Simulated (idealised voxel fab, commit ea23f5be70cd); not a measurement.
The document below concerns the process module designated voxel gate over fins.
The cross-section shown here is cut; it is 185 nm wide and divided into square cells measuring 5 nm on a side.
Throughout this document, each cross-section is represented as a grid of square cells and is presented as a sequence of bands enumerated from the top downward, where a band comprises one or more rows of cells.
In this notation a band is specified by the heights of its top and bottom, in that order and in nm, after which its materials appear from left to right, each paired with its width in nm. The word "full width" attached to a single material means that material fills the band from edge to edge; the word "blank" stands for empty space.
Heights are expressed relative to 0, this being the level below which the as-received wafer comprises one material exclusively. The lowest band is unbounded in the downward direction and is denoted as in "0 nm and below".
Read "30..40" as a graded width: first number on top, second number at the bottom, same change between each pair of neighbouring rows.
When a step is marked "no modification", none of the cells in the cross-section changed during that step.
Closed empty spaces (no open way to the top) of 8 cells or more are what "Trapped cavities" lists, each as width x height at distance from the left edge, nm for all three.
Past the settings on a step's line: simulator remark, on that step.
overlay nm, on a step with a mask: how far to the right of its planned place the mask lay; to the left if negative

PLAN
1. RECEIVE with material Si
2. CONFORMAL_DEP with material SiN, thk nm 5
3. DIRECTIONAL_DEP with material aC, thk nm 15
4. PATTERN with tone cover, mask id FINS, material resist, width nm 15, pitch nm 45, thk nm 35, overlay nm -15
5. DIRECTIONAL_ETCH with etch materials aC, depth nm 15
6. STRIP with etch materials resist
7. DIRECTIONAL_ETCH with etch materials SiN, depth nm 5
8. DIRECTIONAL_ETCH with etch materials Si, depth nm 30
9. STRIP with etch materials aC
10. OXIDIZE with depth nm 5
11. FILL_DEP with material SiO2, thk nm 5
12. CMP with height nm 5
13. SELECTIVE_ETCH with etch materials SiO2, depth nm 20
14. STRIP with etch materials SiN
15. CONFORMAL_DEP with material HfO2, thk nm 5
16. CONFORMAL_DEP with material TiN, thk nm 5
17. FILL_DEP with material W, thk nm 15
18. CMP with height nm 20
19. CONFORMAL_DEP with material SiCN, thk nm 5
The overlay nm used in step 4 is not the same on every wafer, whereas the starting condition is; the value printed in the plan is the first wafer's.

THE FIRST OF SEVERAL WAFERS IN CROSS-SECTION, EXACTLY AS IT REACHED US AFTER STEP 1
  0 nm and below | Si full width
  Trapped cavities: none

THE FOLLOWING TABLE CONTAINS A ROW PER WAFER, IN WHICH ARE REPORTED, AT THE CONCLUSION OF THE MODULE, THE CELLS OF EACH MATERIAL GAINED (+) OR LOST (-) SINCE THE WAFER'S RECEIPT, WITH ITS CLOSED VOIDS GIVEN THEREAFTER
overlay nm -15, +55 HfO2, -238 Si, +37 SiCN, +136 SiO2, +55 TiN, +140 W, Trapped cavities: none
overlay nm -10, +55 HfO2, -238 Si, +37 SiCN, +136 SiO2, +55 TiN, +140 W, Trapped cavities: none
overlay nm -5, +55 HfO2, -238 Si, +37 SiCN, +136 SiO2, +55 TiN, +140 W, Trapped cavities: none
overlay nm 0, +55 HfO2, -238 Si, +37 SiCN, +136 SiO2, +55 TiN, +140 W, Trapped cavities: none
overlay nm 5, +55 HfO2, -238 Si, +37 SiCN, +136 SiO2, +55 TiN, +140 W, Trapped cavities: none
overlay nm 10, +55 HfO2, -238 Si, +37 SiCN, +136 SiO2, +55 TiN, +140 W, Trapped cavities: none
overlay nm 15, +55 HfO2, -238 Si, +37 SiCN, +136 SiO2, +55 TiN, +140 W, Trapped cavities: none
